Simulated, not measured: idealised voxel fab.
process module | voxel self aligned contacts
cross-section cut | 280 nm wide | cells 5 nm
A cross-section is a grid of square cells, given in bands from the top down. A band is one or more rows of cells.
Each band's line starts with the height of the band's top and of its bottom, in nm. Then come its materials from left to right, each with its width in nm. One material with "throughout" fills the band from edge to edge. "air" is empty space.
Height 0 is the level under which the wafer as received is all one material. The lowest band goes on downwards, as in "0 down".
A width such as "30 to 40" changes by the same amount from each row of cells to the next, from the band's top row to its bottom row.
"no change" after a step means that no cell of the cross-section changed.
closed voids: empty space of 8 cells or more with no open way to the top, each as width x height at its distance from the left edge, in nm
after a step's settings: what the simulator itself notes on the step
overlay nm, on a step with a mask: how far to the right of its planned place the mask lay; to the left if negative
Each pair below shows a cross-section before one step and the cross-section after it, down to the lowest band that changed. The line under each pair gives the step between them, with its settings. The pairs can come from different runs of this module on the same starting wafer, so a pair continues from the pair above only where its "before" says so.
before
  0 down: Si throughout
  closed voids: none
after
  5 to 0: SiO2 throughout
  below 0: unchanged
  closed voids: none
the step between: op CONFORMAL_DEP | material SiO2 | thk nm 5
before: the cross-section after the pair above
after
  35 to 5: polySi throughout
  below 5: unchanged
  closed voids: none
the step between: op DIRECTIONAL_DEP | material polySi | thk nm 30
before: the cross-section after the pair above
after
  55 to 35: SiN throughout
  below 35: unchanged
  closed voids: none
the step between: op DIRECTIONAL_DEP | material SiN | thk nm 20
before: the cross-section after the pair above
after
  55 to 35: air 75 | SiN 25 | air 25 | SiN 25 | air 25 | SiN 25 | air 80
  below 35: unchanged
  closed voids: none
the step between: op MASKED_ETCH | tone cover | mask id GATE | width nm 25 | pitch nm 50 | etch materials SiN | depth nm 20 | overlay nm 0
before: the cross-section after the pair above
after
  55 to 35: air 75 | SiN 25 | air 25 | SiN 25 | air 25 | SiN 25 | air 80
  35 to 5: air 75 | polySi 25 | air 25 | polySi 25 | air 25 | polySi 25 | air 80
  below 5: unchanged
  closed voids: none
the step between: op MASKED_ETCH | tone cover | mask id GATE | width nm 25 | pitch nm 50 | etch materials polySi | depth nm 30 | overlay nm 0
before: the cross-section after the pair above
after
  60 to 35: air 70 | SiN 35 | air 15 | SiN 35 | air 15 | SiN 35 | air 75
  35 to 10: air 70 | SiN 5 | polySi 25 | SiN 5 | air 15 | SiN 5 | polySi 25 | SiN 5 | air 15 | SiN 5 | polySi 25 | SiN 5 | air 75
  10 to 5: SiN 75 | polySi 25 | SiN 25 | polySi 25 | SiN 25 | polySi 25 | SiN 80
  below 5: unchanged
  closed voids: none
the step between: op CONFORMAL_DEP | material SiN | thk nm 5
before: the cross-section after the pair above
after
  55 to 35: air 70 | SiN 35 | air 15 | SiN 35 | air 15 | SiN 35 | air 75
  35 to 5: air 70 | SiN 5 | polySi 25 | SiN 5 | air 15 | SiN 5 | polySi 25 | SiN 5 | air 15 | SiN 5 | polySi 25 | SiN 5 | air 75
  below 5: unchanged
  closed voids: none
the step between: op DIRECTIONAL_ETCH | etch materials SiN | depth nm 5
before: the cross-section after the pair above
after
  75 to 55: SiO2 throughout
  55 to 35: SiO2 70 | SiN 35 | SiO2 15 | SiN 35 | SiO2 15 | SiN 35 | SiO2 75
  35 to 5: SiO2 70 | SiN 5 | polySi 25 | SiN 5 | SiO2 15 | SiN 5 | polySi 25 | SiN 5 | SiO2 15 | SiN 5 | polySi 25 | SiN 5 | SiO2 75
  below 5: unchanged
  closed voids: none
the step between: op FILL_DEP | material SiO2 | thk nm 20
before: the cross-section after the pair above
after
  65 to 55: SiO2 throughout
  below 55: unchanged
  closed voids: none
the step between: op CMP | height nm 65
before: the cross-section after the pair above
after
  80 to 65: resist 95 | air 35 | resist 15 | air 35 | resist 100
  below 65: unchanged
  closed voids: none
the step between: op PATTERN | tone open | mask id CONTACT | material resist | width nm 35 | pitch nm 50 | thk nm 15 | overlay nm 0
before: the cross-section after the pair above
after
  80 to 65: resist 95 | air 35 | resist 15 | air 35 | resist 100
  65 to 55: SiO2 95 | air 35 | SiO2 15 | air 35 | SiO2 100
  55 to 35: SiO2 70 | SiN 35 | air 15 | SiN 35 | air 15 | SiN 35 | SiO2 75
  35 to 5: SiO2 70 | SiN 5 | polySi 25 | SiN 5 | air 15 | SiN 5 | polySi 25 | SiN 5 | air 15 | SiN 5 | polySi 25 | SiN 5 | SiO2 75
  5 to 0: SiO2 105 | air 15 | SiO2 35 | air 15 | SiO2 110
  below 0: unchanged
  closed voids: none
the step between: op DIRECTIONAL_ETCH | etch materials SiO2 | depth nm 65
before: the cross-section after the pair above
after
  65 to 55: SiO2 95 | air 35 | SiO2 15 | air 35 | SiO2 100
  below 55: unchanged
  closed voids: none
the step between: op STRIP | etch materials resist
before: the cross-section after the pair above
after
  70 to 65: TiN 100 | air 25 | TiN 25 | air 25 | TiN 105
  65 to 55: SiO2 95 | TiN 5 to 15 | air 25 to 5 | TiN 5 to 15 | SiO2 15 | TiN 5 to 15 | air 25 to 5 | TiN 5 to 15 | SiO2 100
  55 to 35: SiO2 70 | SiN 35 | TiN 5 | air 5 | TiN 5 | SiN 35 | TiN 5 | air 5 | TiN 5 | SiN 35 | SiO2 75
  35 to 5: SiO2 70 | SiN 5 | polySi 25 | SiN 5 | TiN 5 | air 5 | TiN 5 | SiN 5 | polySi 25 | SiN 5 | TiN 5 | air 5 | TiN 5 | SiN 5 | polySi 25 | SiN 5 | SiO2 75
  5 to 0: SiO2 105 | TiN 15 | SiO2 35 | TiN 15 | SiO2 110
  below 0: unchanged
  closed voids: none
the step between: op CONFORMAL_DEP | material TiN | thk nm 5
before: the cross-section after the pair above
after
  80 to 70: W throughout
  70 to 65: TiN 100 | W 25 | TiN 25 | W 25 | TiN 105
  65 to 55: SiO2 95 | TiN 5 to 15 | W 25 to 5 | TiN 5 to 15 | SiO2 15 | TiN 5 to 15 | W 25 to 5 | TiN 5 to 15 | SiO2 100
  55 to 35: SiO2 70 | SiN 35 | TiN 5 | W 5 | TiN 5 | SiN 35 | TiN 5 | W 5 | TiN 5 | SiN 35 | SiO2 75
  35 to 5: SiO2 70 | SiN 5 | polySi 25 | SiN 5 | TiN 5 | W 5 | TiN 5 | SiN 5 | polySi 25 | SiN 5 | TiN 5 | W 5 | TiN 5 | SiN 5 | polySi 25 | SiN 5 | SiO2 75
  below 5: unchanged
  closed voids: none
the step between: op FILL_DEP | material W | thk nm 10
before: the cross-section after the pair above
after
  65 to 55: SiO2 95 | TiN 5 to 15 | W 25 to 5 | TiN 5 to 15 | SiO2 15 | TiN 5 to 15 | W 25 to 5 | TiN 5 to 15 | SiO2 100
  below 55: unchanged
  closed voids: none
the step between: op CMP | height nm 65
before: the cross-section after the pair above
after
  70 to 65: SiCN throughout
  below 65: unchanged
  closed voids: none
the step between: op CONFORMAL_DEP | material SiCN | thk nm 5
before
  55 to 35: air 75 | SiN 25 | air 25 | SiN 25 | air 25 | SiN 25 | air 80
  35 to 5: air 75 | polySi 25 | air 25 | polySi 25 | air 25 | polySi 25 | air 80
  5 to 0: SiO2 throughout
  0 down: Si throughout
  closed voids: none
after
  50 to 35: air 75 | SiN 25 | air 25 | SiN 25 | air 25 | SiN 25 | air 80
  below 35: unchanged
  closed voids: none
the step between: op DIRECTIONAL_ETCH | etch materials SiN | depth nm 5
before: the cross-section after the pair above
after
  70 to 50: SiO2 throughout
  50 to 35: SiO2 75 | SiN 25 | SiO2 25 | SiN 25 | SiO2 25 | SiN 25 | SiO2 80
  35 to 5: SiO2 75 | polySi 25 | SiO2 25 | polySi 25 | SiO2 25 | polySi 25 | SiO2 80
  below 5: unchanged
  closed voids: none
the step between: op FILL_DEP | material SiO2 | thk nm 20
before: the cross-section after the pair above
after
  65 to 50: SiO2 throughout
  below 50: unchanged
  closed voids: none
the step between: op CMP | height nm 65
before: the cross-section after the pair above
after
  80 to 65: resist 95 | air 35 | resist 15 | air 35 | resist 100
  below 65: unchanged
  closed voids: none
the step between: op PATTERN | tone open | mask id CONTACT | material resist | width nm 35 | pitch nm 50 | thk nm 15 | overlay nm 0
before: the cross-section after the pair above
after
  80 to 65: resist 95 | air 35 | resist 15 | air 35 | resist 100
  65 to 50: SiO2 95 | air 35 | SiO2 15 | air 35 | SiO2 100
  50 to 35: SiO2 75 | SiN 25 | air 25 | SiN 25 | air 25 | SiN 25 | SiO2 80
  35 to 5: SiO2 75 | polySi 25 | air 25 | polySi 25 | air 25 | polySi 25 | SiO2 80
  5 to 0: SiO2 100 | air 25 | SiO2 25 | air 25 | SiO2 105
  below 0: unchanged
  closed voids: none
the step between: op DIRECTIONAL_ETCH | etch materials SiO2 | depth nm 65
before: the cross-section after the pair above
after
  65 to 50: SiO2 95 | air 35 | SiO2 15 | air 35 | SiO2 100
  below 50: unchanged
  closed voids: none
the step between: op STRIP | etch materials resist
before: the cross-section after the pair above
after
  70 to 65: TiN 100 | air 25 | TiN 25 | air 25 | TiN 105
  65 to 55: SiO2 95 | TiN 5 | air 25 | TiN 5 | SiO2 15 | TiN 5 | air 25 | TiN 5 | SiO2 100
  55 to 50: SiO2 95 | TiN 10 | air 15 | TiN 10 | SiO2 15 | TiN 10 | air 15 | TiN 10 | SiO2 100
  50 to 35: SiO2 75 | SiN 25 | TiN 5 | air 15 | TiN 5 | SiN 25 | TiN 5 | air 15 | TiN 5 | SiN 25 | SiO2 80
  35 to 5: SiO2 75 | polySi 25 | TiN 5 | air 15 | TiN 5 | polySi 25 | TiN 5 | air 15 | TiN 5 | polySi 25 | SiO2 80
  5 to 0: SiO2 100 | TiN 25 | SiO2 25 | TiN 25 | SiO2 105
  below 0: unchanged
  closed voids: none
the step between: op CONFORMAL_DEP | material TiN | thk nm 5
before: the cross-section after the pair above
after
  80 to 70: W throughout
  70 to 65: TiN 100 | W 25 | TiN 25 | W 25 | TiN 105
  65 to 55: SiO2 95 | TiN 5 | W 25 | TiN 5 | SiO2 15 | TiN 5 | W 25 | TiN 5 | SiO2 100
  55 to 50: SiO2 95 | TiN 10 | W 15 | TiN 10 | SiO2 15 | TiN 10 | W 15 | TiN 10 | SiO2 100
  50 to 35: SiO2 75 | SiN 25 | TiN 5 | W 15 | TiN 5 | SiN 25 | TiN 5 | W 15 | TiN 5 | SiN 25 | SiO2 80
  35 to 5: SiO2 75 | polySi 25 | TiN 5 | W 15 | TiN 5 | polySi 25 | TiN 5 | W 15 | TiN 5 | polySi 25 | SiO2 80
  below 5: unchanged
  closed voids: none
the step between: op FILL_DEP | material W | thk nm 10
before: the cross-section after the pair above
after
  65 to 55: SiO2 95 | TiN 5 | W 25 | TiN 5 | SiO2 15 | TiN 5 | W 25 | TiN 5 | SiO2 100
  below 55: unchanged
  closed voids: none
the step between: op CMP | height nm 65
before: the cross-section after the pair above
after
  70 to 65: SiCN throughout
  below 65: unchanged
  closed voids: none
the step between: op CONFORMAL_DEP | material SiCN | thk nm 5
before
  35 to 5: polySi throughout
  5 to 0: SiO2 throughout
  0 down: Si throughout
  closed voids: none
after
  65 to 5: polySi throughout
  below 5: unchanged
  closed voids: none
the step between: op DIRECTIONAL_DEP | material polySi | thk nm 30
before: the cross-section after the pair above
after
  85 to 65: SiN throughout
  below 65: unchanged
  closed voids: none
the step between: op DIRECTIONAL_DEP | material SiN | thk nm 20
before: the cross-section after the pair above
after
  85 to 65: air 75 | SiN 25 | air 25 | SiN 25 | air 25 | SiN 25 | air 80
  below 65: unchanged
  closed voids: none
the step between: op MASKED_ETCH | tone cover | mask id GATE | width nm 25 | pitch nm 50 | etch materials SiN | depth nm 20 | overlay nm 0
before: the cross-section after the pair above
after
  85 to 65: air 75 | SiN 25 | air 25 | SiN 25 | air 25 | SiN 25 | air 80
  65 to 35: air 75 | polySi 25 | air 25 | polySi 25 | air 25 | polySi 25 | air 80
  below 35: unchanged
  closed voids: none
the step between: op MASKED_ETCH | tone cover | mask id GATE | width nm 25 | pitch nm 50 | etch materials polySi | depth nm 30 | overlay nm 0
before: the cross-section after the pair above
after
  90 to 65: air 70 | SiN 35 | air 15 | SiN 35 | air 15 | SiN 35 | air 75
  65 to 40: air 70 | SiN 5 | polySi 25 | SiN 5 | air 15 | SiN 5 | polySi 25 | SiN 5 | air 15 | SiN 5 | polySi 25 | SiN 5 | air 75
  40 to 35: SiN 75 | polySi 25 | SiN 25 | polySi 25 | SiN 25 | polySi 25 | SiN 80
  below 35: unchanged
  closed voids: none
the step between: op CONFORMAL_DEP | material SiN | thk nm 5
before: the cross-section after the pair above
after
  85 to 65: air 70 | SiN 35 | air 15 | SiN 35 | air 15 | SiN 35 | air 75
  65 to 35: air 70 | SiN 5 | polySi 25 | SiN 5 | air 15 | SiN 5 | polySi 25 | SiN 5 | air 15 | SiN 5 | polySi 25 | SiN 5 | air 75
  below 35: unchanged
  closed voids: none
the step between: op DIRECTIONAL_ETCH | etch materials SiN | depth nm 5
before: the cross-section after the pair above
after
  105 to 85: SiO2 throughout
  85 to 65: SiO2 70 | SiN 35 | SiO2 15 | SiN 35 | SiO2 15 | SiN 35 | SiO2 75
  65 to 35: SiO2 70 | SiN 5 | polySi 25 | SiN 5 | SiO2 15 | SiN 5 | polySi 25 | SiN 5 | SiO2 15 | SiN 5 | polySi 25 | SiN 5 | SiO2 75
  below 35: unchanged
  closed voids: none
the step between: op FILL_DEP | material SiO2 | thk nm 20
before: the cross-section after the pair above
after
  65 to 35: SiO2 70 | SiN 5 | polySi 25 | SiN 5 | SiO2 15 | SiN 5 | polySi 25 | SiN 5 | SiO2 15 | SiN 5 | polySi 25 | SiN 5 | SiO2 75
  below 35: unchanged
  closed voids: none
the step between: op CMP | height nm 65
before: the cross-section after the pair above
after
  80 to 65: resist 95 | air 35 | resist 15 | air 35 | resist 100
  below 65: unchanged
  closed voids: none
the step between: op PATTERN | tone open | mask id CONTACT | material resist | width nm 35 | pitch nm 50 | thk nm 15 | overlay nm 0
before: the cross-section after the pair above
after
  80 to 65: resist 95 | air 35 | resist 15 | air 35 | resist 100
  65 to 35: SiO2 70 | SiN 5 | polySi 25 | SiN 5 | air 15 | SiN 5 | polySi 25 | SiN 5 | air 15 | SiN 5 | polySi 25 | SiN 5 | SiO2 75
  below 35: unchanged
  closed voids: none
the step between: op DIRECTIONAL_ETCH | etch materials SiO2 | depth nm 65
before: the cross-section after the pair above
after
  65 to 35: SiO2 70 | SiN 5 | polySi 25 | SiN 5 | air 15 | SiN 5 | polySi 25 | SiN 5 | air 15 | SiN 5 | polySi 25 | SiN 5 | SiO2 75
  below 35: unchanged
  closed voids: none
the step between: op STRIP | etch materials resist
before: the cross-section after the pair above
after
  70 to 65: TiN 110 | air 5 | TiN 45 | air 5 | TiN 115
  65 to 40: SiO2 70 | SiN 5 | polySi 25 | SiN 5 | TiN 5 | air 5 | TiN 5 | SiN 5 | polySi 25 | SiN 5 | TiN 5 | air 5 | TiN 5 | SiN 5 | polySi 25 | SiN 5 | SiO2 75
  40 to 35: SiO2 70 | SiN 5 | polySi 25 | SiN 5 | TiN 15 | SiN 5 | polySi 25 | SiN 5 | TiN 15 | SiN 5 | polySi 25 | SiN 5 | SiO2 75
  below 35: unchanged
  closed voids: none
the step between: op CONFORMAL_DEP | material TiN | thk nm 5
before: the cross-section after the pair above
after
  80 to 70: W throughout
  70 to 65: TiN 110 | W 5 | TiN 45 | W 5 | TiN 115
  65 to 40: SiO2 70 | SiN 5 | polySi 25 | SiN 5 | TiN 5 | W 5 | TiN 5 | SiN 5 | polySi 25 | SiN 5 | TiN 5 | W 5 | TiN 5 | SiN 5 | polySi 25 | SiN 5 | SiO2 75
  below 40: unchanged
  closed voids: none
the step between: op FILL_DEP | material W | thk nm 10
before: the cross-section after the pair above
after
  65 to 40: SiO2 70 | SiN 5 | polySi 25 | SiN 5 | TiN 5 | W 5 | TiN 5 | SiN 5 | polySi 25 | SiN 5 | TiN 5 | W 5 | TiN 5 | SiN 5 | polySi 25 | SiN 5 | SiO2 75
  below 40: unchanged
  closed voids: none
the step between: op CMP | height nm 65
before: the cross-section after the pair above
after
  70 to 65: SiCN throughout
  below 65: unchanged
  closed voids: none
the step between: op CONFORMAL_DEP | material SiCN | thk nm 5
before
  0 down: Si throughout
  closed voids: none
after
  30 to 0: polySi throughout
  below 0: unchanged
  closed voids: none
the step between: op DIRECTIONAL_DEP | material polySi | thk nm 30
before: the cross-section after the pair above
after
  35 to 30: SiO2 throughout
  below 30: unchanged
  closed voids: none
the step between: op CONFORMAL_DEP | material SiO2 | thk nm 5
before: the cross-section after the pair above
after
  55 to 35: SiN throughout
  below 35: unchanged
  closed voids: none
the step between: op DIRECTIONAL_DEP | material SiN | thk nm 20
before: the cross-section after the pair above
after
  55 to 35: air 75 | SiN 25 | air 25 | SiN 25 | air 25 | SiN 25 | air 80
  below 35: unchanged
  closed voids: none
the step between: op MASKED_ETCH | tone cover | mask id GATE | width nm 25 | pitch nm 50 | etch materials SiN | depth nm 20 | overlay nm 0
before: the cross-section after the pair above
after
  60 to 40: air 70 | SiN 35 | air 15 | SiN 35 | air 15 | SiN 35 | air 75
  40 to 35: SiN throughout
  below 35: unchanged
  closed voids: none
the step between: op CONFORMAL_DEP | material SiN | thk nm 5
before: the cross-section after the pair above
after
  55 to 35: air 70 | SiN 35 | air 15 | SiN 35 | air 15 | SiN 35 | air 75
  below 35: unchanged
  closed voids: none
the step between: op DIRECTIONAL_ETCH | etch materials SiN | depth nm 5
before: the cross-section after the pair above
after
  75 to 55: SiO2 throughout
  55 to 35: SiO2 70 | SiN 35 | SiO2 15 | SiN 35 | SiO2 15 | SiN 35 | SiO2 75
  below 35: unchanged
  closed voids: none
the step between: op FILL_DEP | material SiO2 | thk nm 20
before: the cross-section after the pair above
after
  65 to 55: SiO2 throughout
  below 55: unchanged
  closed voids: none
the step between: op CMP | height nm 65
before: the cross-section after the pair above
after
  80 to 65: resist 95 | air 35 | resist 15 | air 35 | resist 100
  below 65: unchanged
  closed voids: none
the step between: op PATTERN | tone open | mask id CONTACT | material resist | width nm 35 | pitch nm 50 | thk nm 15 | overlay nm 0
before: the cross-section after the pair above
after
  80 to 65: resist 95 | air 35 | resist 15 | air 35 | resist 100
  65 to 55: SiO2 95 | air 35 | SiO2 15 | air 35 | SiO2 100
  55 to 35: SiO2 70 | SiN 35 | air 15 | SiN 35 | air 15 | SiN 35 | SiO2 75
  35 to 30: SiO2 105 | air 15 | SiO2 35 | air 15 | SiO2 110
  below 30: unchanged
  closed voids: none
the step between: op DIRECTIONAL_ETCH | etch materials SiO2 | depth nm 65
before: the cross-section after the pair above
after
  65 to 55: SiO2 95 | air 35 | SiO2 15 | air 35 | SiO2 100
  below 55: unchanged
  closed voids: none
the step between: op STRIP | etch materials resist
before: the cross-section after the pair above
after
  70 to 65: TiN 100 | air 25 | TiN 25 | air 25 | TiN 105
  65 to 55: SiO2 95 | TiN 5 to 15 | air 25 to 5 | TiN 5 to 15 | SiO2 15 | TiN 5 to 15 | air 25 to 5 | TiN 5 to 15 | SiO2 100
  55 to 35: SiO2 70 | SiN 35 | TiN 5 | air 5 | TiN 5 | SiN 35 | TiN 5 | air 5 | TiN 5 | SiN 35 | SiO2 75
  35 to 30: SiO2 105 | TiN 15 | SiO2 35 | TiN 15 | SiO2 110
  below 30: unchanged
  closed voids: none
the step between: op CONFORMAL_DEP | material TiN | thk nm 5
before: the cross-section after the pair above
after
  80 to 70: W throughout
  70 to 65: TiN 100 | W 25 | TiN 25 | W 25 | TiN 105
  65 to 55: SiO2 95 | TiN 5 to 15 | W 25 to 5 | TiN 5 to 15 | SiO2 15 | TiN 5 to 15 | W 25 to 5 | TiN 5 to 15 | SiO2 100
  55 to 35: SiO2 70 | SiN 35 | TiN 5 | W 5 | TiN 5 | SiN 35 | TiN 5 | W 5 | TiN 5 | SiN 35 | SiO2 75
  below 35: unchanged
  closed voids: none
the step between: op FILL_DEP | material W | thk nm 10
before: the cross-section after the pair above
after
  65 to 55: SiO2 95 | TiN 5 to 15 | W 25 to 5 | TiN 5 to 15 | SiO2 15 | TiN 5 to 15 | W 25 to 5 | TiN 5 to 15 | SiO2 100
  below 55: unchanged
  closed voids: none
the step between: op CMP | height nm 65
before: the cross-section after the pair above
after
  70 to 65: SiCN throughout
  below 65: unchanged
  closed voids: none
the step between: op CONFORMAL_DEP | material SiCN | thk nm 5
before
  55 to 35: SiN throughout
  35 to 5: polySi throughout
  5 to 0: SiO2 throughout
  0 down: Si throughout
  closed voids: none
after
  55 to 45: air 75 | SiN 25 | air 25 | SiN 25 | air 25 | SiN 25 | air 80
  below 45: unchanged
  closed voids: none
the step between: op MASKED_ETCH | tone cover | mask id GATE | width nm 25 | pitch nm 50 | etch materials SiN | depth nm 10 | overlay nm 0
before: the cross-section after the pair above
after
  60 to 50: air 70 | SiN 35 | air 15 | SiN 35 | air 15 | SiN 35 | air 75
  50 to 35: SiN throughout
  below 35: unchanged
  closed voids: none
the step between: op CONFORMAL_DEP | material SiN | thk nm 5
before: the cross-section after the pair above
after
  55 to 45: air 70 | SiN 35 | air 15 | SiN 35 | air 15 | SiN 35 | air 75
  below 45: unchanged
  closed voids: none
the step between: op DIRECTIONAL_ETCH | etch materials SiN | depth nm 5
before: the cross-section after the pair above
after
  75 to 55: SiO2 throughout
  55 to 45: SiO2 70 | SiN 35 | SiO2 15 | SiN 35 | SiO2 15 | SiN 35 | SiO2 75
  below 45: unchanged
  closed voids: none
the step between: op FILL_DEP | material SiO2 | thk nm 20
before: the cross-section after the pair above
after
  65 to 55: SiO2 throughout
  below 55: unchanged
  closed voids: none
the step between: op CMP | height nm 65
before: the cross-section after the pair above
after
  80 to 65: resist 95 | air 35 | resist 15 | air 35 | resist 100
  below 65: unchanged
  closed voids: none
the step between: op PATTERN | tone open | mask id CONTACT | material resist | width nm 35 | pitch nm 50 | thk nm 15 | overlay nm 0
before: the cross-section after the pair above
after
  80 to 65: resist 95 | air 35 | resist 15 | air 35 | resist 100
  65 to 55: SiO2 95 | air 35 | SiO2 15 | air 35 | SiO2 100
  55 to 45: SiO2 70 | SiN 35 | air 15 | SiN 35 | air 15 | SiN 35 | SiO2 75
  below 45: unchanged
  closed voids: none
the step between: op DIRECTIONAL_ETCH | etch materials SiO2 | depth nm 65
before: the cross-section after the pair above
after
  65 to 55: SiO2 95 | air 35 | SiO2 15 | air 35 | SiO2 100
  below 55: unchanged
  closed voids: none
the step between: op STRIP | etch materials resist
before: the cross-section after the pair above
after
  70 to 65: TiN 100 | air 25 | TiN 25 | air 25 | TiN 105
  65 to 55: SiO2 95 | TiN 5 to 15 | air 25 to 5 | TiN 5 to 15 | SiO2 15 | TiN 5 to 15 | air 25 to 5 | TiN 5 to 15 | SiO2 100
  55 to 50: SiO2 70 | SiN 35 | TiN 5 | air 5 | TiN 5 | SiN 35 | TiN 5 | air 5 | TiN 5 | SiN 35 | SiO2 75
  50 to 45: SiO2 70 | SiN 35 | TiN 15 | SiN 35 | TiN 15 | SiN 35 | SiO2 75
  below 45: unchanged
  closed voids: none
the step between: op CONFORMAL_DEP | material TiN | thk nm 5
before: the cross-section after the pair above
after
  80 to 70: W throughout
  70 to 65: TiN 100 | W 25 | TiN 25 | W 25 | TiN 105
  65 to 55: SiO2 95 | TiN 5 to 15 | W 25 to 5 | TiN 5 to 15 | SiO2 15 | TiN 5 to 15 | W 25 to 5 | TiN 5 to 15 | SiO2 100
  55 to 50: SiO2 70 | SiN 35 | TiN 5 | W 5 | TiN 5 | SiN 35 | TiN 5 | W 5 | TiN 5 | SiN 35 | SiO2 75
  below 50: unchanged
  closed voids: none
the step between: op FILL_DEP | material W | thk nm 10
before: the cross-section after the pair above
after
  65 to 55: SiO2 95 | TiN 5 to 15 | W 25 to 5 | TiN 5 to 15 | SiO2 15 | TiN 5 to 15 | W 25 to 5 | TiN 5 to 15 | SiO2 100
  below 55: unchanged
  closed voids: none
the step between: op CMP | height nm 65
before: the cross-section after the pair above
after
  70 to 65: SiCN throughout
  below 65: unchanged
  closed voids: none
the step between: op CONFORMAL_DEP | material SiCN | thk nm 5
before
  65 to 55: SiO2 throughout
  55 to 35: SiO2 70 | SiN 35 | SiO2 15 | SiN 35 | SiO2 15 | SiN 35 | SiO2 75
  35 to 5: SiO2 70 | SiN 5 | polySi 25 | SiN 5 | SiO2 15 | SiN 5 | polySi 25 | SiN 5 | SiO2 15 | SiN 5 | polySi 25 | SiN 5 | SiO2 75
  5 to 0: SiO2 throughout
  0 down: Si throughout
  closed voids: none
after
  80 to 65: resist 100 | air 30 | resist 20 | air 30 | resist 100
  below 65: unchanged
  closed voids: none
the step between: op PATTERN | tone open | mask id CONTACT | material resist | width nm 30 | pitch nm 50 | thk nm 15 | overlay nm 0
before: the cross-section after the pair above
after
  80 to 65: resist 100 | air 30 | resist 20 | air 30 | resist 100
  65 to 55: SiO2 100 | air 30 | SiO2 20 | air 30 | SiO2 100
  55 to 35: SiO2 70 | SiN 35 | air 15 | SiN 35 | air 15 | SiN 35 | SiO2 75
  35 to 5: SiO2 70 | SiN 5 | polySi 25 | SiN 5 | air 15 | SiN 5 | polySi 25 | SiN 5 | air 15 | SiN 5 | polySi 25 | SiN 5 | SiO2 75
  5 to 0: SiO2 105 | air 15 | SiO2 35 | air 15 | SiO2 110
  below 0: unchanged
  closed voids: none
the step between: op DIRECTIONAL_ETCH | etch materials SiO2 | depth nm 65
before: the cross-section after the pair above
after
  65 to 55: SiO2 100 | air 30 | SiO2 20 | air 30 | SiO2 100
  below 55: unchanged
  closed voids: none
the step between: op STRIP | etch materials resist
before: the cross-section after the pair above
after
  70 to 65: TiN 105 | air 20 | TiN 30 | air 20 | TiN 105
  65 to 55: SiO2 100 | TiN 5 to 10 | air 20 to 5 | TiN 5 to 15 | SiO2 20 | TiN 5 to 10 | air 20 to 5 | TiN 5 to 15 | SiO2 100
  55 to 35: SiO2 70 | SiN 35 | TiN 5 | air 5 | TiN 5 | SiN 35 | TiN 5 | air 5 | TiN 5 | SiN 35 | SiO2 75
  35 to 5: SiO2 70 | SiN 5 | polySi 25 | SiN 5 | TiN 5 | air 5 | TiN 5 | SiN 5 | polySi 25 | SiN 5 | TiN 5 | air 5 | TiN 5 | SiN 5 | polySi 25 | SiN 5 | SiO2 75
  5 to 0: SiO2 105 | TiN 15 | SiO2 35 | TiN 15 | SiO2 110
  below 0: unchanged
  closed voids: none
the step between: op CONFORMAL_DEP | material TiN | thk nm 5
before: the cross-section after the pair above
after
  80 to 70: W throughout
  70 to 65: TiN 105 | W 20 | TiN 30 | W 20 | TiN 105
  65 to 55: SiO2 100 | TiN 5 to 10 | W 20 to 5 | TiN 5 to 15 | SiO2 20 | TiN 5 to 10 | W 20 to 5 | TiN 5 to 15 | SiO2 100
  55 to 35: SiO2 70 | SiN 35 | TiN 5 | W 5 | TiN 5 | SiN 35 | TiN 5 | W 5 | TiN 5 | SiN 35 | SiO2 75
  35 to 5: SiO2 70 | SiN 5 | polySi 25 | SiN 5 | TiN 5 | W 5 | TiN 5 | SiN 5 | polySi 25 | SiN 5 | TiN 5 | W 5 | TiN 5 | SiN 5 | polySi 25 | SiN 5 | SiO2 75
  below 5: unchanged
  closed voids: none
the step between: op FILL_DEP | material W | thk nm 10
before: the cross-section after the pair above
after
  65 to 55: SiO2 100 | TiN 5 to 10 | W 20 to 5 | TiN 5 to 15 | SiO2 20 | TiN 5 to 10 | W 20 to 5 | TiN 5 to 15 | SiO2 100
  below 55: unchanged
  closed voids: none
the step between: op CMP | height nm 65
before: the cross-section after the pair above
after
  70 to 65: SiCN throughout
  below 65: unchanged
  closed voids: none
the step between: op CONFORMAL_DEP | material SiCN | thk nm 5
before
  55 to 35: air 75 | SiN 25 | air 25 | SiN 25 | air 25 | SiN 25 | air 80
  35 to 5: polySi throughout
  5 to 0: SiO2 throughout
  0 down: Si throughout
  closed voids: none
after
  55 to 35: air 75 | SiN 25 | air 25 | SiN 25 | air 25 | SiN 25 | air 80
  35 to 5: air 75 | polySi 35 | air 15 | polySi 35 | air 15 | polySi 35 | air 70
  below 5: unchanged
  closed voids: none
the step between: op MASKED_ETCH | tone cover | mask id GATE | width nm 25 | pitch nm 50 | etch materials polySi | depth nm 30 | overlay nm 10
before: the cross-section after the pair above
after
  60 to 40: air 70 | SiN 35 | air 15 | SiN 35 | air 15 | SiN 35 | air 75
  40 to 35: air 70 | SiN 45 | air 5 | SiN 45 | air 5 | SiN 45 | air 65
  35 to 10: air 70 | SiN 5 | polySi 35 | SiN 5 | air 5 | SiN 5 | polySi 35 | SiN 5 | air 5 | SiN 5 | polySi 35 | SiN 5 | air 65
  10 to 5: SiN 75 | polySi 35 | SiN 15 | polySi 35 | SiN 15 | polySi 35 | SiN 70
  below 5: unchanged
  closed voids: none
the step between: op CONFORMAL_DEP | material SiN | thk nm 5
before: the cross-section after the pair above
after
  55 to 35: air 70 | SiN 35 | air 15 | SiN 35 | air 15 | SiN 35 | air 75
  35 to 5: air 70 | SiN 5 | polySi 35 | SiN 5 | air 5 | SiN 5 | polySi 35 | SiN 5 | air 5 | SiN 5 | polySi 35 | SiN 5 | air 65
  below 5: unchanged
  closed voids: none
the step between: op DIRECTIONAL_ETCH | etch materials SiN | depth nm 5
before: the cross-section after the pair above
after
  75 to 55: SiO2 throughout
  55 to 35: SiO2 70 | SiN 35 | SiO2 15 | SiN 35 | SiO2 15 | SiN 35 | SiO2 75
  35 to 5: SiO2 70 | SiN 5 | polySi 35 | SiN 5 | SiO2 5 | SiN 5 | polySi 35 | SiN 5 | SiO2 5 | SiN 5 | polySi 35 | SiN 5 | SiO2 65
  below 5: unchanged
  closed voids: none
the step between: op FILL_DEP | material SiO2 | thk nm 20
before: the cross-section after the pair above
after
  65 to 55: SiO2 throughout
  below 55: unchanged
  closed voids: none
the step between: op CMP | height nm 65
before: the cross-section after the pair above
after
  80 to 65: resist 95 | air 35 | resist 15 | air 35 | resist 100
  below 65: unchanged
  closed voids: none
the step between: op PATTERN | tone open | mask id CONTACT | material resist | width nm 35 | pitch nm 50 | thk nm 15 | overlay nm 0
